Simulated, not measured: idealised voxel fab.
process module | voxel self aligned contacts
cross-section cut | 250 nm wide | cells 5 nm
A cross-section is a grid of square cells, given in bands from the top down. A band is one or more rows of cells.
Each band's line starts with the height of the band's top and of its bottom, in nm. Then come its materials from left to right, each with its width in nm. One material with "throughout" fills the band from edge to edge. "air" is empty space.
Height 0 is the level under which the wafer as received is all one material. The lowest band goes on downwards, as in "0 down".
A width such as "30 to 40" changes by the same amount from each row of cells to the next, from the band's top row to its bottom row.
"no change" after a step means that no cell of the cross-section changed.
closed voids: empty space of 8 cells or more with no open way to the top, each as width x height at its distance from the left edge, in nm
after a step's settings: what the simulator itself notes on the step
overlay nm, on a step with a mask: how far to the right of its planned place the mask lay; to the left if negative
plan
1 op RECEIVE | material Si
2 op OXIDIZE | depth nm 5
3 op DIRECTIONAL_DEP | material polySi | thk nm 25
4 op DIRECTIONAL_DEP | material SiN | thk nm 25
5 op DIRECTIONAL_DEP | material aC | thk nm 15
6 op PATTERN | tone cover | mask id GATE | material resist | width nm 35 | pitch nm 75 | thk nm 35 | overlay nm 0
7 op DIRECTIONAL_ETCH | etch materials aC | depth nm 15
8 op STRIP | etch materials resist
9 op DIRECTIONAL_ETCH | etch materials SiN | depth nm 25
10 op DIRECTIONAL_ETCH | etch materials polySi | depth nm 25
11 op STRIP | etch materials aC
12 op CONFORMAL_DEP | material SiN | thk nm 10
13 op DIRECTIONAL_ETCH | etch materials SiN | depth nm 10
14 op FILL_DEP | material SiO2 | thk nm 15
15 op CMP | height nm 55
16 op MASKED_ETCH | tone open | mask id CONTACT | width nm 60 | etch materials SiO2 | depth nm 60 | overlay nm 0
17 op CONFORMAL_DEP | material TiN | thk nm 5
18 op FILL_DEP | material Ru | thk nm 5
19 op CMP | height nm 55
20 op CONFORMAL_DEP | material SiN | thk nm 5
first wafer, as planned
as received, after step 1
  0 down: Si throughout
  closed voids: none
after step 2
  0 to -5: SiO2 throughout
  below -5: unchanged
after step 3
  25 to 0: polySi throughout
  below 0: unchanged
after step 4
  50 to 25: SiN throughout
  below 25: unchanged
after step 5
  65 to 50: aC throughout
  below 50: unchanged
after step 6
  100 to 65: air 70 | resist 35 | air 40 | resist 35 | air 70
  below 65: unchanged
after step 7
  85 to 65: air 70 | resist 35 | air 40 | resist 35 | air 70
  65 to 50: air 70 | aC 35 | air 40 | aC 35 | air 70
  below 50: unchanged
after step 8
  65 to 50: air 70 | aC 35 | air 40 | aC 35 | air 70
  below 50: unchanged
after step 9
  65 to 50: air 70 | aC 35 | air 40 | aC 35 | air 70
  50 to 25: air 70 | SiN 35 | air 40 | SiN 35 | air 70
  below 25: unchanged
after step 10
  65 to 50: air 70 | aC 35 | air 40 | aC 35 | air 70
  50 to 25: air 70 | SiN 35 | air 40 | SiN 35 | air 70
  25 to 0: air 70 | polySi 35 | air 40 | polySi 35 | air 70
  below 0: unchanged
after step 11
  50 to 25: air 70 | SiN 35 | air 40 | SiN 35 | air 70
  below 25: unchanged
after step 12
  60 to 25: air 60 | SiN 55 | air 20 | SiN 55 | air 60
  25 to 10: air 60 | SiN 10 | polySi 35 | SiN 10 | air 20 | SiN 10 | polySi 35 | SiN 10 | air 60
  10 to 0: SiN 70 | polySi 35 | SiN 40 | polySi 35 | SiN 70
  below 0: unchanged
after step 13
  50 to 25: air 60 | SiN 55 | air 20 | SiN 55 | air 60
  25 to 0: air 60 | SiN 10 | polySi 35 | SiN 10 | air 20 | SiN 10 | polySi 35 | SiN 10 | air 60
  below 0: unchanged
after step 14
  65 to 50: SiO2 throughout
  50 to 25: SiO2 60 | SiN 55 | SiO2 20 | SiN 55 | SiO2 60
  25 to 0: SiO2 60 | SiN 10 | polySi 35 | SiN 10 | SiO2 20 | SiN 10 | polySi 35 | SiN 10 | SiO2 60
  below 0: unchanged
after step 15
  55 to 50: SiO2 throughout
  below 50: unchanged
after step 16
  55 to 50: SiO2 95 | air 60 | SiO2 95
  50 to 25: SiO2 60 | SiN 55 | air 20 | SiN 55 | SiO2 60
  25 to 0: SiO2 60 | SiN 10 | polySi 35 | SiN 10 | air 20 | SiN 10 | polySi 35 | SiN 10 | SiO2 60
  0 to -5: SiO2 115 | air 20 | SiO2 115
  below -5: unchanged
after step 17
  60 to 55: TiN 100 | air 50 | TiN 100
  55 to 50: SiO2 95 | TiN 25 | air 10 | TiN 25 | SiO2 95
  50 to 25: SiO2 60 | SiN 55 | TiN 5 | air 10 | TiN 5 | SiN 55 | SiO2 60
  25 to 0: SiO2 60 | SiN 10 | polySi 35 | SiN 10 | TiN 5 | air 10 | TiN 5 | SiN 10 | polySi 35 | SiN 10 | SiO2 60
  0 to -5: SiO2 115 | TiN 20 | SiO2 115
  below -5: unchanged
after step 18
  65 to 60: Ru throughout
  60 to 55: TiN 100 | Ru 50 | TiN 100
  55 to 50: SiO2 95 | TiN 25 | Ru 10 | TiN 25 | SiO2 95
  50 to 25: SiO2 60 | SiN 55 | TiN 5 | Ru 10 | TiN 5 | SiN 55 | SiO2 60
  25 to 0: SiO2 60 | SiN 10 | polySi 35 | SiN 10 | TiN 5 | Ru 10 | TiN 5 | SiN 10 | polySi 35 | SiN 10 | SiO2 60
  below 0: unchanged
after step 19
  55 to 50: SiO2 95 | TiN 25 | Ru 10 | TiN 25 | SiO2 95
  below 50: unchanged
after step 20
  60 to 55: SiN throughout
  below 55: unchanged
second wafer: like start, like plan, one mistake. Through step 11 it matches the first wafer
when step 12 should have ended
  55 to 25: air 65 | SiN 45 | air 30 | SiN 45 | air 65
  25 to 5: air 65 | SiN 5 | polySi 35 | SiN 5 | air 30 | SiN 5 | polySi 35 | SiN 5 | air 65
  5 to 0: SiN 70 | polySi 35 | SiN 40 | polySi 35 | SiN 70
  below 0: unchanged
when step 13 should have ended
  45 to 25: air 65 | SiN 45 | air 30 | SiN 45 | air 65
  25 to 0: air 65 | SiN 5 | polySi 35 | SiN 5 | air 30 | SiN 5 | polySi 35 | SiN 5 | air 65
  below 0: unchanged
when step 14 should have ended
  60 to 45: SiO2 throughout
  45 to 25: SiO2 65 | SiN 45 | SiO2 30 | SiN 45 | SiO2 65
  25 to 0: SiO2 65 | SiN 5 | polySi 35 | SiN 5 | SiO2 30 | SiN 5 | polySi 35 | SiN 5 | SiO2 65
  below 0: unchanged
when step 15 should have ended
  55 to 45: SiO2 throughout
  below 45: unchanged
when step 16 should have ended
  55 to 45: SiO2 95 | air 60 | SiO2 95
  45 to 25: SiO2 65 | SiN 45 | air 30 | SiN 45 | SiO2 65
  25 to 0: SiO2 65 | SiN 5 | polySi 35 | SiN 5 | air 30 | SiN 5 | polySi 35 | SiN 5 | SiO2 65
  0 to -5: SiO2 110 | air 30 | SiO2 110
  below -5: unchanged
when step 17 should have ended
  60 to 55: TiN 100 | air 50 | TiN 100
  55 to 45: SiO2 95 | TiN 5 to 20 | air 50 to 20 | TiN 5 to 20 | SiO2 95
  45 to 25: SiO2 65 | SiN 45 | TiN 5 | air 20 | TiN 5 | SiN 45 | SiO2 65
  25 to 0: SiO2 65 | SiN 5 | polySi 35 | SiN 5 | TiN 5 | air 20 | TiN 5 | SiN 5 | polySi 35 | SiN 5 | SiO2 65
  0 to -5: SiO2 110 | TiN 30 | SiO2 110
  below -5: unchanged
when step 18 should have ended
  65 to 60: Ru throughout
  60 to 55: TiN 100 | Ru 50 | TiN 100
  55 to 45: SiO2 95 | TiN 5 to 20 | Ru 50 to 20 | TiN 5 to 20 | SiO2 95
  45 to 25: SiO2 65 | SiN 45 | TiN 5 | Ru 20 | TiN 5 | SiN 45 | SiO2 65
  25 to 0: SiO2 65 | SiN 5 | polySi 35 | SiN 5 | TiN 5 | Ru 20 | TiN 5 | SiN 5 | polySi 35 | SiN 5 | SiO2 65
  below 0: unchanged
when step 19 should have ended
  55 to 45: SiO2 95 | TiN 5 to 20 | Ru 50 to 20 | TiN 5 to 20 | SiO2 95
  below 45: unchanged
when step 20 should have ended
  60 to 55: SiN throughout
  below 55: unchanged
what went wrong: step 12 ran as: op CONFORMAL_DEP | material SiN | thk nm 5
at the end the second wafer has, in cells: 28 more of Ru | 58 fewer of SiN | 30 more of SiO2
